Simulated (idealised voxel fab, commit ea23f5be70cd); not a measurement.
This is a process module. Its name is voxel transistor to metal.
Each square cell in cross-section cut measures 5 nm, and the section as a whole is 195 nm wide.
Cross-sections here: square-cell grids, written as top-down lists of bands, a band being one or more rows of cells. Heads up on the band format: heights come first, top then bottom, in nm. After that it's the materials left to right, each with its width in nm. A single material flagged "all across" fills the whole band edge to edge, and "blank" means there's empty space there. Heights are expressed relative to 0, this being the level below which the as-received wafer comprises one material exclusively. The lowest band is unbounded in the downward direction and is denoted as in "from 0 down". A width given as "30 to 40" starts at the first number in the band's top row and ends at the second number in its bottom row, shifting by an equal amount at every step from row to row. Take "nothing got changed" at face value: in the step it is given for, the cross-section changed in none of its cells. The entry "Enclosed cavity list" lists the empty spaces that cover at least 8 cells and have no open path to the top. Each is written as width x height at distance, where the distance is measured from the left edge and all three values are in nm. On a step's line, text after the settings is the simulator commenting on that step. For masked steps, "overlay nm" on the step line gives how far right of plan the mask actually lay; a minus sign means it lay to the left. Pairs ahead. Before: cross-section ahead of one process step. After: cross-section once the step is done, shown to the lowest changed band only. Under each pair: that step, with settings. Caution: pairs may come from different runs of this module on the same starting wafer; a pair follows the pair above only where its "Before the process" entry says so.
## Before the process
  from 35 to 25  blank (70), SiN (10), SiCN (30), SiN (10), blank (75)
  from 25 to -5  blank (70), SiN (10), polySi (30), SiN (10), blank (75)
  from -5 to -10  blank (70), SiO2 (50), blank (75)
  from -10 to -35  SiO2 (35), Si (120), SiO2 (40)
  from -35 down  Si all across
  Enclosed cavity list: none
## Section, Post-Step
  from 35 to 25  blank (70), SiN (10), SiCN (30), SiN (10), blank (75)
  from 25 to -5  blank (70), SiN (10), polySi (30), SiN (10), blank (75)
  from -5 to -10  blank (70), SiO2 (50), blank (75)
  from -10 to -20  SiO2 (35), blank (35), Si (50), blank (35), SiO2 (40)
  Nothing below the height -20 has changed.
  Enclosed cavity list: none
Here is the step that sits between the two cross-sections above: DIRECTIONAL_ETCH | etch materials Si | depth nm 10
Before the process: the cross-section after the pair above
## Section, Post-Step
  from 35 to 25  blank (70), SiN (10), SiCN (30), SiN (10), blank (75)
  from 25 to 0  blank (70), SiN (10), polySi (30), SiN (10), blank (75)
  from 0 to -5  blank (60), pSi (10), SiN (10), polySi (30), SiN (10), pSi (10), blank (65)
  from -5 to -10  blank (60), pSi (10), SiO2 (50), pSi (10), blank (65)
  from -10 to -20  SiO2 (35), pSi (35), Si (50), pSi (35), SiO2 (40)
  Nothing below the height -20 has changed.
  Enclosed cavity list: none
Here is the step that sits between the two cross-sections above: EPI | material pSi | thk nm 10
Before the process: the cross-section after the pair above
## Section, Post-Step
  from 45 to 35  SiO2 all across
  from 35 to 25  SiO2 (70), SiN (10), SiCN (30), SiN (10), SiO2 (75)
  from 25 to 0  SiO2 (70), SiN (10), polySi (30), SiN (10), SiO2 (75)
  from 0 to -5  SiO2 (60), pSi (10), SiN (10), polySi (30), SiN (10), pSi (10), SiO2 (65)
  from -5 to -10  SiO2 (60), pSi (10), SiO2 (50), pSi (10), SiO2 (65)
  Nothing below the height -10 has changed.
  Enclosed cavity list: none
Here is the step that sits between the two cross-sections above: FILL_DEP | material SiO2 | thk nm 10
Before the process: the cross-section after the pair above
## Section, Post-Step
  from 25 to 0  SiO2 (70), SiN (10), polySi (30), SiN (10), SiO2 (75)
  Nothing below the height 0 has changed.
  Enclosed cavity list: none
Here is the step that sits between the two cross-sections above: CMP | height nm 25
Before the process: the cross-section after the pair above
## Section, Post-Step
  from 25 to 0  SiO2 (70), SiN (10), blank (30), SiN (10), SiO2 (75)
  from 0 to -5  SiO2 (60), pSi (10), SiN (10), blank (30), SiN (10), pSi (10), SiO2 (65)
  Nothing below the height -5 has changed.
  Enclosed cavity list: none
Here is the step that sits between the two cross-sections above: STRIP | etch materials polySi
Before the process: the cross-section after the pair above
## Section, Post-Step
  from 25 to 20  blank (70), SiN (10), blank (30), SiN (10), blank (75)
  from 20 to 0  SiO2 (70), SiN (10), blank (30), SiN (10), SiO2 (75)
  from 0 to -5  SiO2 (60), pSi (10), SiN (10), blank (30), SiN (10), pSi (10), SiO2 (65)
  from -5 to -10  SiO2 (60), pSi (10), SiO2 (5), blank (40), SiO2 (5), pSi (10), SiO2 (65)
  Nothing below the height -10 has changed.
  Enclosed cavity list: none
Here is the step that sits between the two cross-sections above: SELECTIVE_ETCH | etch materials SiO2 | depth nm 5
Before the process: the cross-section after the pair above
## Section, Post-Step
  from 30 to 25  blank (65), HfO2 (20), blank (20), HfO2 (20), blank (70)
  from 25 to 20  HfO2 (70), SiN (10), HfO2 (5), blank (20), HfO2 (5), SiN (10), HfO2 (75)
  from 20 to 0  SiO2 (70), SiN (10), HfO2 (5), blank (20), HfO2 (5), SiN (10), SiO2 (75)
  from 0 to -5  SiO2 (60), pSi (10), SiN (10), HfO2 (5), blank (20), HfO2 (5), SiN (10), pSi (10), SiO2 (65)
  from -5 to -10  SiO2 (60), pSi (10), SiO2 (5), HfO2 (40), SiO2 (5), pSi (10), SiO2 (65)
  Nothing below the height -10 has changed.
  Enclosed cavity list: none
Here is the step that sits between the two cross-sections above: CONFORMAL_DEP | material HfO2 | thk nm 5
Before the process: the cross-section after the pair above
## Section, Post-Step
  from 35 to 30  blank (60), TiN (30), blank (10), TiN (30), blank (65)
  from 30 to 25  TiN (65), HfO2 (20), TiN (5), blank (10), TiN (5), HfO2 (20), TiN (70)
  from 25 to 20  HfO2 (70), SiN (10), HfO2 (5), TiN (5), blank (10), TiN (5), HfO2 (5), SiN (10), HfO2 (75)
  from 20 to 0  SiO2 (70), SiN (10), HfO2 (5), TiN (5), blank (10), TiN (5), HfO2 (5), SiN (10), SiO2 (75)
  from 0 to -5  SiO2 (60), pSi (10), SiN (10), HfO2 (5), TiN (20), HfO2 (5), SiN (10), pSi (10), SiO2 (65)
  Nothing below the height -5 has changed.
  Enclosed cavity list: none
Here is the step that sits between the two cross-sections above: CONFORMAL_DEP | material TiN | thk nm 5
Before the process: the cross-section after the pair above
## Section, Post-Step
  from 45 to 35  W all across
  from 35 to 30  W (60), TiN (30), W (10), TiN (30), W (65)
  from 30 to 25  TiN (65), HfO2 (20), TiN (5), W (10), TiN (5), HfO2 (20), TiN (70)
  from 25 to 20  HfO2 (70), SiN (10), HfO2 (5), TiN (5), W (10), TiN (5), HfO2 (5), SiN (10), HfO2 (75)
  from 20 to 0  SiO2 (70), SiN (10), HfO2 (5), TiN (5), W (10), TiN (5), HfO2 (5), SiN (10), SiO2 (75)
  Nothing below the height 0 has changed.
  Enclosed cavity list: none
Here is the step that sits between the two cross-sections above: FILL_DEP | material W | thk nm 10
Before the process: the cross-section after the pair above
## Section, Post-Step
  from 20 to 0  SiO2 (70), SiN (10), HfO2 (5), TiN (5), W (10), TiN (5), HfO2 (5), SiN (10), SiO2 (75)
  Nothing below the height 0 has changed.
  Enclosed cavity list: none
Here is the step that sits between the two cross-sections above: CMP | height nm 20
Before the process: the cross-section after the pair above
## Section, Post-Step
  from 30 to 20  SiO2 all across
  Nothing below the height 20 has changed.
  Enclosed cavity list: none
Here is the step that sits between the two cross-sections above: DIRECTIONAL_DEP | material SiO2 | thk nm 10
Before the process: the cross-section after the pair above
## Section, Post-Step
  from 50 to 30  resist (40), blank (20), resist (70), blank (20), resist (45)
  Nothing below the height 30 has changed.
  Enclosed cavity list: none
Here is the step that sits between the two cross-sections above: PATTERN | tone open | mask id CONTACT | material resist | width nm 20 | pitch nm 90 | thk nm 20 | overlay nm 0
Before the process: the cross-section after the pair above
## Section, Post-Step
  from 50 to 30  resist (40), blank (20), resist (70), blank (20), resist (45)
  from 30 to 20  SiO2 (40), blank (20), SiO2 (70), blank (20), SiO2 (45)
  from 20 to 0  SiO2 (40), blank (20), SiO2 (10), SiN (10), HfO2 (5), TiN (5), W (10), TiN (5), HfO2 (5), SiN (10), SiO2 (10), blank (20), SiO2 (45)
  from 0 to -5  SiO2 (40), blank (20), pSi (10), SiN (10), HfO2 (5), TiN (20), HfO2 (5), SiN (10), pSi (10), blank (20), SiO2 (45)
  from -5 to -10  SiO2 (40), blank (20), pSi (10), SiO2 (5), HfO2 (40), SiO2 (5), pSi (10), blank (20), SiO2 (45)
  Nothing below the height -10 has changed.
  Enclosed cavity list: none
Here is the step that sits between the two cross-sections above: DIRECTIONAL_ETCH | etch materials SiO2 | depth nm 40
Before the process: the cross-section after the pair above
## Section, Post-Step
  from 30 to 20  SiO2 (40), blank (20), SiO2 (70), blank (20), SiO2 (45)
  Nothing below the height 20 has changed.
  Enclosed cavity list: none
Here is the step that sits between the two cross-sections above: STRIP | etch materials resist
Before the process: the cross-section after the pair above
## Section, Post-Step
  from 35 to 30  TiN (45), blank (10), TiN (80), blank (10), TiN (50)
  from 30 to 20  SiO2 (40), TiN (5), blank (10), TiN (5), SiO2 (70), TiN (5), blank (10), TiN (5), SiO2 (45)
  from 20 to 0  SiO2 (40), TiN (5), blank (10), TiN (5), SiO2 (10), SiN (10), HfO2 (5), TiN (5), W (10), TiN (5), HfO2 (5), SiN (10), SiO2 (10), TiN (5), blank (10), TiN (5), SiO2 (45)
  from 0 to -5  SiO2 (40), TiN (5), blank (10), TiN (5), pSi (10), SiN (10), HfO2 (5), TiN (20), HfO2 (5), SiN (10), pSi (10), TiN (5), blank (10), TiN (5), SiO2 (45)
  from -5 to -10  SiO2 (40), TiN (20), pSi (10), SiO2 (5), HfO2 (40), SiO2 (5), pSi (10), TiN (20), SiO2 (45)
  Nothing below the height -10 has changed.
  Enclosed cavity list: none
Here is the step that sits between the two cross-sections above: CONFORMAL_DEP | material TiN | thk nm 5
Before the process: the cross-section after the pair above
## Section, Post-Step
  from 45 to 35  W all across
  from 35 to 30  TiN (45), W (10), TiN (80), W (10), TiN (50)
  from 30 to 20  SiO2 (40), TiN (5), W (10), TiN (5), SiO2 (70), TiN (5), W (10), TiN (5), SiO2 (45)
  from 20 to 0  SiO2 (40), TiN (5), W (10), TiN (5), SiO2 (10), SiN (10), HfO2 (5), TiN (5), W (10), TiN (5), HfO2 (5), SiN (10), SiO2 (10), TiN (5), W (10), TiN (5), SiO2 (45)
  from 0 to -5  SiO2 (40), TiN (5), W (10), TiN (5), pSi (10), SiN (10), HfO2 (5), TiN (20), HfO2 (5), SiN (10), pSi (10), TiN (5), W (10), TiN (5), SiO2 (45)
  Nothing below the height -5 has changed.
  Enclosed cavity list: none
Here is the step that sits between the two cross-sections above: FILL_DEP | material W | thk nm 10
Before the process: the cross-section after the pair above
## Section, Post-Step
  from 30 to 20  SiO2 (40), TiN (5), W (10), TiN (5), SiO2 (70), TiN (5), W (10), TiN (5), SiO2 (45)
  Nothing below the height 20 has changed.
  Enclosed cavity list: none
Here is the step that sits between the two cross-sections above: CMP | height nm 30
Before the process: the cross-section after the pair above
## Section, Post-Step
  from 35 to 30  TiN all across
  Nothing below the height 30 has changed.
  Enclosed cavity list: none
Here is the step that sits between the two cross-sections above: DIRECTIONAL_DEP | material TiN | thk nm 5
Before the process: the cross-section after the pair above
## Section, Post-Step
  from 60 to 35  Ru all across
  Nothing below the height 35 has changed.
  Enclosed cavity list: none
Here is the step that sits between the two cross-sections above: DIRECTIONAL_DEP | material Ru | thk nm 25
Before the process: the cross-section after the pair above
## Section, Post-Step
  from 60 to 35  blank (40), Ru (20), blank (70), Ru (20), blank (45)
  Nothing below the height 35 has changed.
  Enclosed cavity list: none
Here is the step that sits between the two cross-sections above: MASKED_ETCH | tone cover | mask id METAL_1 | width nm 20 | pitch nm 90 | etch materials Ru | depth nm 25 | overlay nm 0
Before the process: the cross-section after the pair above
## Section, Post-Step
  from 60 to 35  blank (40), Ru (20), blank (70), Ru (20), blank (45)
  from 35 to 30  blank (40), TiN (20), blank (70), TiN (20), blank (45)
  Nothing below the height 30 has changed.
  Enclosed cavity list: none
Here is the step that sits between the two cross-sections above: MASKED_ETCH | tone cover | mask id METAL_1 | width nm 20 | pitch nm 90 | etch materials TiN | depth nm 5 | overlay nm 0
Before the process: the cross-section after the pair above
## Section, Post-Step
  from 65 to 60  blank (35), SiN (30), blank (60), SiN (30), blank (40)
  from 60 to 35  blank (35), SiN (5), Ru (20), SiN (5), blank (60), SiN (5), Ru (20), SiN (5), blank (40)
  from 35 to 30  SiN (40), TiN (20), SiN (70), TiN (20), SiN (45)
  Nothing below the height 30 has changed.
  Enclosed cavity list: none
Here is the step that sits between the two cross-sections above: CONFORMAL_DEP | material SiN | thk nm 5
Before the process: the cross-section after the pair above
## Section, Post-Step
  from 70 to 65  SiO2 all across
  from 65 to 60  SiO2 (35), SiN (30), SiO2 (60), SiN (30), SiO2 (40)
  from 60 to 35  SiO2 (35), SiN (5), Ru (20), SiN (5), SiO2 (60), SiN (5), Ru (20), SiN (5), SiO2 (40)
  Nothing below the height 35 has changed.
  Enclosed cavity list: none
Here is the step that sits between the two cross-sections above: FILL_DEP | material SiO2 | thk nm 5
Before the process: the cross-section after the pair above
## Section, Post-Step
  from 60 to 35  SiO2 (35), SiN (5), Ru (20), SiN (5), SiO2 (60), SiN (5), Ru (20), SiN (5), SiO2 (40)
  Nothing below the height 35 has changed.
  Enclosed cavity list: none
Here is the step that sits between the two cross-sections above: CMP | height nm 60
Before the process: the cross-section after the pair above
## Section, Post-Step
  from 65 to 60  SiCN all across
  Nothing below the height 60 has changed.
  Enclosed cavity list: none
Here is the step that sits between the two cross-sections above: CONFORMAL_DEP | material SiCN | thk nm 5
## Before the process
  from 60 to 35  Ru all across
  from 35 to 30  TiN all across
  from 30 to 20  SiO2 (40), TiN (5), W (10), TiN (5), SiO2 (70), TiN (5), W (10), TiN (5), SiO2 (45)
  from 20 to 0  SiO2 (40), TiN (5), W (10), TiN (5), SiO2 (10), SiN (10), HfO2 (5), TiN (5), W (10), TiN (5), HfO2 (5), SiN (10), SiO2 (10), TiN (5), W (10), TiN (5), SiO2 (45)
  from 0 to -5  SiO2 (40), TiN (5), W (10), TiN (5), pSi (10), SiN (10), HfO2 (5), TiN (20), HfO2 (5), SiN (10), pSi (10), TiN (5), W (10), TiN (5), SiO2 (45)
  from -5 to -10  SiO2 (40), TiN (20), pSi (10), SiO2 (5), HfO2 (40), SiO2 (5), pSi (10), TiN (20), SiO2 (45)
  from -10 to -20  SiO2 (30), pSi (40), Si (50), pSi (40), SiO2 (35)
  from -20 to -35  SiO2 (30), Si (130), SiO2 (35)
  from -35 down  Si all across
  Enclosed cavity list: none
## Section, Post-Step
  from 60 to 35  blank (30), Ru (20), blank (70), Ru (20), blank (55)
  Nothing below the height 35 has changed.
  Enclosed cavity list: none
Here is the step that sits between the two cross-sections above: MASKED_ETCH | tone cover | mask id METAL_1 | width nm 20 | pitch nm 90 | etch materials Ru | depth nm 25 | overlay nm -10
Before the process: the cross-section after the pair above
## Section, Post-Step
  from 60 to 35  blank (30), Ru (20), blank (70), Ru (20), blank (55)
  from 35 to 30  blank (30), TiN (30), blank (60), TiN (30), blank (45)
  Nothing below the height 30 has changed.
  Enclosed cavity list: none
Here is the step that sits between the two cross-sections above: MASKED_ETCH | tone cover | mask id METAL_1 | width nm 20 | pitch nm 90 | etch materials TiN | depth nm 5 | overlay nm 0
Before the process: the cross-section after the pair above
## Section, Post-Step
  from 65 to 60  blank (25), SiN (30), blank (60), SiN (30), blank (50)
  from 60 to 40  blank (25), SiN (5), Ru (20), SiN (5), blank (60), SiN (5), Ru (20), SiN (5), blank (50)
  from 40 to 35  blank (25), SiN (5), Ru (20), SiN (15), blank (50), SiN (5), Ru (20), SiN (15), blank (40)
  from 35 to 30  SiN (30), TiN (30), SiN (60), TiN (30), SiN (45)
  Nothing below the height 30 has changed.
  Enclosed cavity list: none
Here is the step that sits between the two cross-sections above: CONFORMAL_DEP | material SiN | thk nm 5
Before the process: the cross-section after the pair above
## Section, Post-Step
  from 70 to 65  SiO2 all across
  from 65 to 60  SiO2 (25), SiN (30), SiO2 (60), SiN (30), SiO2 (50)
  from 60 to 40  SiO2 (25), SiN (5), Ru (20), SiN (5), SiO2 (60), SiN (5), Ru (20), SiN (5), SiO2 (50)
  from 40 to 35  SiO2 (25), SiN (5), Ru (20), SiN (15), SiO2 (50), SiN (5), Ru (20), SiN (15), SiO2 (40)
  Nothing below the height 35 has changed.
  Enclosed cavity list: none
Here is the step that sits between the two cross-sections above: FILL_DEP | material SiO2 | thk nm 5
Before the process: the cross-section after the pair above
## Section, Post-Step
  from 60 to 40  SiO2 (25), SiN (5), Ru (20), SiN (5), SiO2 (60), SiN (5), Ru (20), SiN (5), SiO2 (50)
  Nothing below the height 40 has changed.
  Enclosed cavity list: none
Here is the step that sits between the two cross-sections above: CMP | height nm 60
Before the process: the cross-section after the pair above
## Section, Post-Step
  from 65 to 60  SiCN all across
  Nothing below the height 60 has changed.
  Enclosed cavity list: none
Here is the step that sits between the two cross-sections above: CONFORMAL_DEP | material SiCN | thk nm 5
## Before the process
  from 60 to 35  SiO2 (35), SiN (5), Ru (20), SiN (5), SiO2 (60), SiN (5), Ru (20), SiN (5), SiO2 (40)
  from 35 to 30  SiN (40), TiN (20), SiN (70), TiN (20), SiN (45)
  from 30 to 20  SiO2 (40), TiN (5), W (10), TiN (5), SiO2 (70), TiN (5), W (10), TiN (5), SiO2 (45)
  from 20 to 0  SiO2 (40), TiN (5), W (10), TiN (5), SiO2 (10), SiN (10), HfO2 (5), TiN (5), W (10), TiN (5), HfO2 (5), SiN (10), SiO2 (10), TiN (5), W (10), TiN (5), SiO2 (45)
  from 0 to -5  SiO2 (40), TiN (5), W (10), TiN (5), pSi (10), SiN (10), HfO2 (5), TiN (20), HfO2 (5), SiN (10), pSi (10), TiN (5), W (10), TiN (5), SiO2 (45)
  from -5 to -10  SiO2 (40), TiN (20), pSi (10), SiO2 (5), HfO2 (40), SiO2 (5), pSi (10), TiN (20), SiO2 (45)
  from -10 to -20  SiO2 (30), pSi (40), Si (50), pSi (40), SiO2 (35)
  from -20 to -35  SiO2 (30), Si (130), SiO2 (35)
  from -35 down  Si all across
  Enclosed cavity list: none
## Section, Post-Step
  from 65 to 60  polySi all across
  Nothing below the height 60 has changed.
  Enclosed cavity list: none
Here is the step that sits between the two cross-sections above: CONFORMAL_DEP | material polySi | thk nm 5
## Before the process
  from 50 to 35  aC all across
  from 35 to 25  SiCN all across
  from 25 to -5  polySi all across
  from -5 to -10  SiO2 all across
  from -10 to -35  SiO2 (30), Si (130), SiO2 (35)
  from -35 down  Si all across
  Enclosed cavity list: none
## Section, Post-Step
  from 80 to 50  resist (80), blank (30), resist (85)
  Nothing below the height 50 has changed.
  Enclosed cavity list: none
Here is the step that sits between the two cross-sections above: PATTERN | tone open | mask id GATE | material resist | width nm 30 | thk nm 30 | overlay nm 0
Before the process: the cross-section after the pair above
## Section, Post-Step
  from 65 to 50  resist (80), blank (30), resist (85)
  from 50 to 35  aC (80), blank (30), aC (85)
  Nothing below the height 35 has changed.
  Enclosed cavity list: none
Here is the step that sits between the two cross-sections above: DIRECTIONAL_ETCH | etch materials aC | depth nm 15
Before the process: the cross-section after the pair above
## Section, Post-Step
  from 50 to 35  aC (80), blank (30), aC (85)
  Nothing below the height 35 has changed.
  Enclosed cavity list: none
Here is the step that sits between the two cross-sections above: STRIP | etch materials resist
Before the process: the cross-section after the pair above
## Section, Post-Step
  from 50 to 35  aC (80), blank (30), aC (85)
  from 35 to 25  SiCN (80), blank (30), SiCN (85)
  Nothing below the height 25 has changed.
  Enclosed cavity list: none
Here is the step that sits between the two cross-sections above: DIRECTIONAL_ETCH | etch materials SiCN | depth nm 20
Before the process: the cross-section after the pair above
## Section, Post-Step
  from 50 to 35  aC (80), blank (30), aC (85)
  from 35 to 25  SiCN (80), blank (30), SiCN (85)
  from 25 to -5  polySi (80), blank (30), polySi (85)
  Nothing below the height -5 has changed.
  Enclosed cavity list: none
Here is the step that sits between the two cross-sections above: DIRECTIONAL_ETCH | etch materials polySi | depth nm 40
Before the process: the cross-section after the pair above
## Section, Post-Step
  from 35 to 25  SiCN (80), blank (30), SiCN (85)
  Nothing below the height 25 has changed.
  Enclosed cavity list: none
Here is the step that sits between the two cross-sections above: STRIP | etch materials aC
Before the process: the cross-section after the pair above
## Section, Post-Step
  from 45 to 35  SiN (90), blank (10), SiN (95)
  from 35 to 25  SiCN (80), SiN (10), blank (10), SiN (10), SiCN (85)
  from 25 to 5  polySi (80), SiN (10), blank (10), SiN (10), polySi (85)
  from 5 to -5  polySi (80), SiN (30), polySi (85)
  Nothing below the height -5 has changed.
  Enclosed cavity list: none
Here is the step that sits between the two cross-sections above: CONFORMAL_DEP | material SiN | thk nm 10
Before the process: the cross-section after the pair above
## Section, Post-Step
  from 35 to 25  SiCN (80), SiN (10), blank (10), SiN (10), SiCN (85)
  from 25 to -5  polySi (80), SiN (10), blank (10), SiN (10), polySi (85)
  Nothing below the height -5 has changed.
  Enclosed cavity list: none
Here is the step that sits between the two cross-sections above: DIRECTIONAL_ETCH | etch materials SiN | depth nm 10
Before the process: the cross-section after the pair above
## Section, Post-Step
  from 35 to 25  SiCN (80), SiN (10), blank (10), SiN (10), SiCN (85)
  from 25 to -5  polySi (80), SiN (10), blank (10), SiN (10), polySi (85)
  from -5 to -10  SiO2 (90), blank (10), SiO2 (95)
  Nothing below the height -10 has changed.
  Enclosed cavity list: none
Here is the step that sits between the two cross-sections above: DIRECTIONAL_ETCH | etch materials SiO2 | depth nm 5
Before the process: the cross-section after the pair above
## Section, Post-Step
  from 35 to 25  SiCN (80), SiN (10), blank (10), SiN (10), SiCN (85)
  from 25 to -5  polySi (80), SiN (10), blank (10), SiN (10), polySi (85)
  from -5 to -10  SiO2 (90), blank (10), SiO2 (95)
  from -10 to -20  SiO2 (30), Si (60), blank (10), Si (60), SiO2 (35)
  Nothing below the height -20 has changed.
  Enclosed cavity list: none
Here is the step that sits between the two cross-sections above: DIRECTIONAL_ETCH | etch materials Si | depth nm 10
Before the process: the cross-section after the pair above
## Section, Post-Step
  from 35 to 25  SiCN (80), SiN (10), blank (10), SiN (10), SiCN (85)
  from 25 to 0  polySi (80), SiN (10), blank (10), SiN (10), polySi (85)
  from 0 to -5  polySi (80), SiN (10), pSi (10), SiN (10), polySi (85)
  from -5 to -10  SiO2 (90), pSi (10), SiO2 (95)
  from -10 to -20  SiO2 (30), Si (60), pSi (10), Si (60), SiO2 (35)
  Nothing below the height -20 has changed.
  Enclosed cavity list: none
Here is the step that sits between the two cross-sections above: EPI | material pSi | thk nm 10
Before the process: the cross-section after the pair above
## Section, Post-Step
  from 45 to 35  SiO2 all across
  from 35 to 25  SiCN (80), SiN (10), SiO2 (10), SiN (10), SiCN (85)
  from 25 to 0  polySi (80), SiN (10), SiO2 (10), SiN (10), polySi (85)
  Nothing below the height 0 has changed.
  Enclosed cavity list: none
Here is the step that sits between the two cross-sections above: FILL_DEP | material SiO2 | thk nm 10
Before the process: the cross-section after the pair above
## Section, Post-Step
  from 25 to 0  polySi (80), SiN (10), SiO2 (10), SiN (10), polySi (85)
  Nothing below the height 0 has changed.
  Enclosed cavity list: none
Here is the step that sits between the two cross-sections above: CMP | height nm 25
Before the process: the cross-section after the pair above
## Section, Post-Step
  from 25 to 0  blank (80), SiN (10), SiO2 (10), SiN (10), blank (85)
  from 0 to -5  blank (80), SiN (10), pSi (10), SiN (10), blank (85)
  Nothing below the height -5 has changed.
  Enclosed cavity list: none
Here is the step that sits between the two cross-sections above: STRIP | etch materials polySi
Before the process: the cross-section after the pair above
## Section, Post-Step
  from 25 to 20  blank (80), SiN (10), blank (10), SiN (10), blank (85)
  from 20 to 0  blank (80), SiN (10), SiO2 (10), SiN (10), blank (85)
  from 0 to -5  blank (80), SiN (10), pSi (10), SiN (10), blank (85)
  from -5 to -10  blank (85), SiO2 (5), pSi (10), SiO2 (5), blank (90)
  Nothing below the height -10 has changed.
  Enclosed cavity list: none
Here is the step that sits between the two cross-sections above: SELECTIVE_ETCH | etch materials SiO2 | depth nm 5
Before the process: the cross-section after the pair above
## Section, Post-Step
  from 30 to 25  blank (75), HfO2 (40), blank (80)
  from 25 to 20  blank (75), HfO2 (5), SiN (10), HfO2 (10), SiN (10), HfO2 (5), blank (80)
  from 20 to 0  blank (75), HfO2 (5), SiN (10), SiO2 (10), SiN (10), HfO2 (5), blank (80)
  from 0 to -5  blank (75), HfO2 (5), SiN (10), pSi (10), SiN (10), HfO2 (5), blank (80)
  from -5 to -10  HfO2 (85), SiO2 (5), pSi (10), SiO2 (5), HfO2 (90)
  Nothing below the height -10 has changed.
  Enclosed cavity list: none
Here is the step that sits between the two cross-sections above: CONFORMAL_DEP | material HfO2 | thk nm 5
Before the process: the cross-section after the pair above
## Section, Post-Step
  from 35 to 30  blank (70), TiN (50), blank (75)
  from 30 to 25  blank (70), TiN (5), HfO2 (40), TiN (5), blank (75)
  from 25 to 20  blank (70), TiN (5), HfO2 (5), SiN (10), HfO2 (10), SiN (10), HfO2 (5), TiN (5), blank (75)
  from 20 to 0  blank (70), TiN (5), HfO2 (5), SiN (10), SiO2 (10), SiN (10), HfO2 (5), TiN (5), blank (75)
  from 0 to -5  TiN (75), HfO2 (5), SiN (10), pSi (10), SiN (10), HfO2 (5), TiN (80)
  Nothing below the height -5 has changed.
  Enclosed cavity list: none
Here is the step that sits between the two cross-sections above: CONFORMAL_DEP | material TiN | thk nm 5
Before the process: the cross-section after the pair above
## Section, Post-Step
  from 45 to 35  W all across
  from 35 to 30  W (70), TiN (50), W (75)
  from 30 to 25  W (70), TiN (5), HfO2 (40), TiN (5), W (75)
  from 25 to 20  W (70), TiN (5), HfO2 (5), SiN (10), HfO2 (10), SiN (10), HfO2 (5), TiN (5), W (75)
  from 20 to 0  W (70), TiN (5), HfO2 (5), SiN (10), SiO2 (10), SiN (10), HfO2 (5), TiN (5), W (75)
  Nothing below the height 0 has changed.
  Enclosed cavity list: none
Here is the step that sits between the two cross-sections above: FILL_DEP | material W | thk nm 10
Before the process: the cross-section after the pair above
## Section, Post-Step
  from 20 to 0  W (70), TiN (5), HfO2 (5), SiN (10), SiO2 (10), SiN (10), HfO2 (5), TiN (5), W (75)
  Nothing below the height 0 has changed.
  Enclosed cavity list: none
Here is the step that sits between the two cross-sections above: CMP | height nm 20
Before the process: the cross-section after the pair above
## Section, Post-Step
  from 30 to 20  SiO2 all across
  Nothing below the height 20 has changed.
  Enclosed cavity list: none
Here is the step that sits between the two cross-sections above: DIRECTIONAL_DEP | material SiO2 | thk nm 10
Before the process: the cross-section after the pair above
## Section, Post-Step
  from 50 to 30  resist (40), blank (20), resist (70), blank (20), resist (45)
  Nothing below the height 30 has changed.
  Enclosed cavity list: none
Here is the step that sits between the two cross-sections above: PATTERN | tone open | mask id CONTACT | material resist | width nm 20 | pitch nm 90 | thk nm 20 | overlay nm 0
Before the process: the cross-section after the pair above
## Section, Post-Step
  from 50 to 30  resist (40), blank (20), resist (70), blank (20), resist (45)
  from 30 to 20  SiO2 (40), blank (20), SiO2 (70), blank (20), SiO2 (45)
  Nothing below the height 20 has changed.
  Enclosed cavity list: none
Here is the step that sits between the two cross-sections above: DIRECTIONAL_ETCH | etch materials SiO2 | depth nm 40
Before the process: the cross-section after the pair above
## Section, Post-Step
  from 30 to 20  SiO2 (40), blank (20), SiO2 (70), blank (20), SiO2 (45)
  Nothing below the height 20 has changed.
  Enclosed cavity list: none
Here is the step that sits between the two cross-sections above: STRIP | etch materials resist
Before the process: the cross-section after the pair above
## Section, Post-Step
  from 35 to 30  TiN (45), blank (10), TiN (80), blank (10), TiN (50)
  from 30 to 25  SiO2 (40), TiN (5), blank (10), TiN (5), SiO2 (70), TiN (5), blank (10), TiN (5), SiO2 (45)
  from 25 to 20  SiO2 (40), TiN (20), SiO2 (70), TiN (20), SiO2 (45)
  Nothing below the height 20 has changed.
  Enclosed cavity list: none
Here is the step that sits between the two cross-sections above: CONFORMAL_DEP | material TiN | thk nm 5
Before the process: the cross-section after the pair above
## Section, Post-Step
  from 45 to 35  W all across
  from 35 to 30  TiN (45), W (10), TiN (80), W (10), TiN (50)
  from 30 to 25  SiO2 (40), TiN (5), W (10), TiN (5), SiO2 (70), TiN (5), W (10), TiN (5), SiO2 (45)
  Nothing below the height 25 has changed.
  Enclosed cavity list: none
Here is the step that sits between the two cross-sections above: FILL_DEP | material W | thk nm 10
Before the process: the cross-section after the pair above
## Section, Post-Step
  from 30 to 25  SiO2 (40), TiN (5), W (10), TiN (5), SiO2 (70), TiN (5), W (10), TiN (5), SiO2 (45)
  Nothing below the height 25 has changed.
  Enclosed cavity list: none
Here is the step that sits between the two cross-sections above: CMP | height nm 30
Before the process: the cross-section after the pair above
## Section, Post-Step
  from 35 to 30  TiN all across
  Nothing below the height 30 has changed.
  Enclosed cavity list: none
Here is the step that sits between the two cross-sections above: DIRECTIONAL_DEP | material TiN | thk nm 5
Before the process: the cross-section after the pair above
## Section, Post-Step
  from 60 to 35  Ru all across
  Nothing below the height 35 has changed.
  Enclosed cavity list: none
Here is the step that sits between the two cross-sections above: DIRECTIONAL_DEP | material Ru | thk nm 25
Before the process: the cross-section after the pair above
## Section, Post-Step
  from 60 to 35  blank (40), Ru (20), blank (70), Ru (20), blank (45)
  Nothing below the height 35 has changed.
  Enclosed cavity list: none
Here is the step that sits between the two cross-sections above: MASKED_ETCH | tone cover | mask id METAL_1 | width nm 20 | pitch nm 90 | etch materials Ru | depth nm 25 | overlay nm 0
Before the process: the cross-section after the pair above
## Section, Post-Step
  from 60 to 35  blank (40), Ru (20), blank (70), Ru (20), blank (45)
  from 35 to 30  blank (40), TiN (20), blank (70), TiN (20), blank (45)
  Nothing below the height 30 has changed.
  Enclosed cavity list: none
Here is the step that sits between the two cross-sections above: MASKED_ETCH | tone cover | mask id METAL_1 | width nm 20 | pitch nm 90 | etch materials TiN | depth nm 5 | overlay nm 0
Before the process: the cross-section after the pair above
## Section, Post-Step
  from 65 to 60  blank (35), SiN (30), blank (60), SiN (30), blank (40)
  from 60 to 35  blank (35), SiN (5), Ru (20), SiN (5), blank (60), SiN (5), Ru (20), SiN (5), blank (40)
  from 35 to 30  SiN (40), TiN (20), SiN (70), TiN (20), SiN (45)
  Nothing below the height 30 has changed.
  Enclosed cavity list: none
Here is the step that sits between the two cross-sections above: CONFORMAL_DEP | material SiN | thk nm 5
